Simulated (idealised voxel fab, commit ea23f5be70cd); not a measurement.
The document below concerns the process module designated voxel plated lines.
Pictured: cross-section cut, 185 nm wide, on a grid of 5 nm square cells.
Throughout this document, each cross-section is represented as a grid of square cells and is presented as a sequence of bands enumerated from the top downward, where a band comprises one or more rows of cells.
This entry defines a band. It first specifies the height of the band's top and the height of its bottom in nm, and then specifies the band's materials from left to right, stating each material with its width in nm. The word "full width" identifies a single material that fills the band from edge to edge, while the word "empty" identifies empty space.
All heights in this document are referenced to 0, defined as the level beneath which the wafer, as received, consists entirely of one material. The lowest band is not bounded below; it extends indefinitely downward and is written in the form "from 0 down".
A width such as "30 to 40" changes by the same amount from each row of cells to the next, from the band's top row to its bottom row.
What does "remained the same" mean for a step? It means no cell of the cross-section changed in that step.
You'll see "Fully sealed voids" listing empty spaces that have no way open to the top, as long as they're 8 cells or more; the notation is width x height at distance, where the distance is from the left edge, and all of it is in nm.
after a step's settings: what the simulator itself notes on the step
overlay nm: mask offset rightward from planned place, masked step; negative means leftward offset.

**List of planned process steps**
- 1: RECEIVE with material Si
- 2: CONFORMAL_DEP with material Al2O3, thk nm 5
- 3: DIRECTIONAL_DEP with material TiN, thk nm 5
- 4: PATTERN with tone open, mask id LINES, material resist, width nm 20, pitch nm 40, thk nm 20, overlay nm 0
- 5: EPI with material Ru, thk nm 10
- 6: STRIP with etch materials resist
- 7: DIRECTIONAL_ETCH with etch materials TiN, depth nm 5
- 8: CONFORMAL_DEP with material SiN, thk nm 5

**Cross-section of the incoming wafer, state after step 1**
* from 0 down = Si full width
* Fully sealed voids: none

**End-of-module XS, first of two wafers, run as planned**
* from 25 to 20 = empty 55, SiN 30, empty 10, SiN 30, empty 60
* from 20 to 10 = empty 55, SiN 5, Ru 20, SiN 5, empty 10, SiN 5, Ru 20, SiN 5, empty 60
* from 10 to 5 = SiN 60, TiN 20, SiN 20, TiN 20, SiN 65
* from 5 to 0 = Al2O3 full width
* from 0 down = Si full width
* Fully sealed voids: none

**So this is wafer number two of the two, cut at the end of the module - it started where the first did and had the same plan, we just got one thing wrong running it**
* from 15 to 10 = SiN full width
* from 10 to 5 = Al2O3 full width
* from 5 to 0 = TiN full width
* from 0 down = Si full width
* Fully sealed voids: none
Deviation noted in wafer processing: note: step 2 <-> step 3, run order reversed vs plan
It is noted that, at the conclusion of processing, the second wafer exhibits a higher or lower cell count for certain materials relative to the first: -16 Ru, -12 SiN, +29 TiN
